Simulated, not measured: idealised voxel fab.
process module | voxel wiring stack
cross-section cut | 140 nm wide | cells 5 nm
A cross-section is a grid of square cells, given in bands from the top down. A band is one or more rows of cells.
Each band's line starts with the height of the band's top and of its bottom, in nm. Then come its materials from left to right, each with its width in nm. One material with "throughout" fills the band from edge to edge. "air" is empty space.
Height 0 is the level under which the wafer as received is all one material. The lowest band goes on downwards, as in "0 down".
A width such as "30 to 40" changes by the same amount from each row of cells to the next, from the band's top row to its bottom row.
"no change" after a step means that no cell of the cross-section changed.
closed voids: empty space of 8 cells or more with no open way to the top, each as width x height at its distance from the left edge, in nm
after a step's settings: what the simulator itself notes on the step
overlay nm, on a step with a mask: how far to the right of its planned place the mask lay; to the left if negative
plan
1 op RECEIVE | material Si
2 op CONFORMAL_DEP | material SiO2 | thk nm 10
3 op CONFORMAL_DEP | material SiCN | thk nm 5
4 op DIRECTIONAL_DEP | material SiO2 | thk nm 25
5 op MASKED_ETCH | tone open | mask id METAL_1 | width nm 20 | pitch nm 35 | etch materials SiO2 | depth nm 25 | overlay nm 0
6 op MASKED_ETCH | tone open | mask id METAL_1 | width nm 20 | pitch nm 35 | etch materials SiCN | depth nm 5 | overlay nm 0
7 op CONFORMAL_DEP | material TiN | thk nm 5
8 op FILL_DEP | material W | thk nm 10
9 op CMP | height nm 40
10 op EPI | material Ru | thk nm 5
11 op FILL_DEP | material SiCN | thk nm 5
12 op DIRECTIONAL_DEP | material lowk | thk nm 10
13 op PATTERN | tone open | mask id PLUG_1 | material resist | width nm 15 | pitch nm 70 | thk nm 20 | overlay nm 0
14 op DIRECTIONAL_ETCH | etch materials lowk | depth nm 10
15 op DIRECTIONAL_ETCH | etch materials SiCN | depth nm 5
16 op STRIP | etch materials resist
17 op CONFORMAL_DEP | material TiN | thk nm 5
18 op FILL_DEP | material W | thk nm 5
19 op CMP | height nm 60
20 op DIRECTIONAL_DEP | material TiN | thk nm 5
21 op DIRECTIONAL_DEP | material Ru | thk nm 20
22 op MASKED_ETCH | tone cover | mask id METAL_2 | width nm 20 | pitch nm 35 | etch materials Ru | depth nm 20 | overlay nm 0
23 op MASKED_ETCH | tone cover | mask id METAL_2 | width nm 20 | pitch nm 35 | etch materials TiN | depth nm 5 | overlay nm 0
24 op CONFORMAL_DEP | material SiN | thk nm 5
25 op FILL_DEP | material lowk | thk nm 10
26 op CMP | height nm 85
27 op CONFORMAL_DEP | material SiCN | thk nm 5
28 op DIRECTIONAL_DEP | material SiO2 | thk nm 35
29 op PATTERN | tone open | mask id METAL_3 | material resist | width nm 20 | pitch nm 35 | thk nm 15 | overlay nm 0
30 op DIRECTIONAL_ETCH | etch materials SiO2 | depth nm 20
31 op STRIP | etch materials resist
32 op PATTERN | tone open | mask id METAL_3_HOLES | material resist | width nm 15 | pitch nm 35 | thk nm 15 | overlay nm 0
33 op DIRECTIONAL_ETCH | etch materials SiO2 | depth nm 15
34 op DIRECTIONAL_ETCH | etch materials SiCN | depth nm 5
35 op STRIP | etch materials resist
36 op CONFORMAL_DEP | material TiN | thk nm 5
37 op FILL_DEP | material Cu | thk nm 10
38 op CMP | height nm 125
39 op CONFORMAL_DEP | material SiN | thk nm 5
as received, after step 1
  0 down: Si throughout
  closed voids: none
a wafer at the end: this start, this plan, one mistake
  130 to 125: SiN throughout
  125 to 110: SiO2 25 | TiN 5 | Cu 10 | TiN 5 | SiO2 15 | TiN 5 | Cu 10 | TiN 5 | SiO2 15 | TiN 5 | Cu 10 | TiN 5 | SiO2 25
  110 to 105: SiO2 25 | TiN 5 | Cu 5 | TiN 10 | SiO2 15 | TiN 5 | Cu 5 | TiN 10 | SiO2 15 | TiN 5 | Cu 5 | TiN 10 | SiO2 25
  105 to 90: SiO2 25 | TiN 5 | Cu 5 | TiN 5 | SiO2 20 | TiN 5 | Cu 5 | TiN 5 | SiO2 20 | TiN 5 | Cu 5 | TiN 5 | SiO2 30
  90 to 85: SiCN 25 | TiN 15 | SiCN 20 | TiN 15 | SiCN 20 | TiN 15 | SiCN 30
  85 to 65: lowk 20 | SiN 5 | Ru 20 | SiN 5 | lowk 5 | SiN 5 | Ru 20 | SiN 5 | lowk 5 | SiN 5 | Ru 20 | SiN 5 | lowk 20
  65 to 60: SiN 25 | TiN 20 | SiN 15 | TiN 20 | SiN 15 | TiN 20 | SiN 25
  60 to 55: SiCN 25 | TiN 15 | SiCN 55 | TiN 15 | SiCN 30
  55 to 50: SiCN 20 | lowk 30 | SiCN 5 | lowk 30 | SiCN 5 | lowk 30 | SiCN 20
  50 to 45: lowk throughout
  45 to 40: lowk 20 | Ru 30 | lowk 5 | Ru 30 | lowk 5 | Ru 30 | lowk 20
  40 to 15: SiO2 25 | TiN 5 | W 10 | TiN 5 | SiO2 15 | TiN 5 | W 10 | TiN 5 | SiO2 15 | TiN 5 | W 10 | TiN 5 | SiO2 25
  15 to 10: SiCN 25 | TiN 20 | SiCN 15 | TiN 20 | SiCN 15 | TiN 20 | SiCN 25
  10 to 0: SiO2 throughout
  0 down: Si throughout
  closed voids: none
what went wrong: steps 11 and 12 were swapped
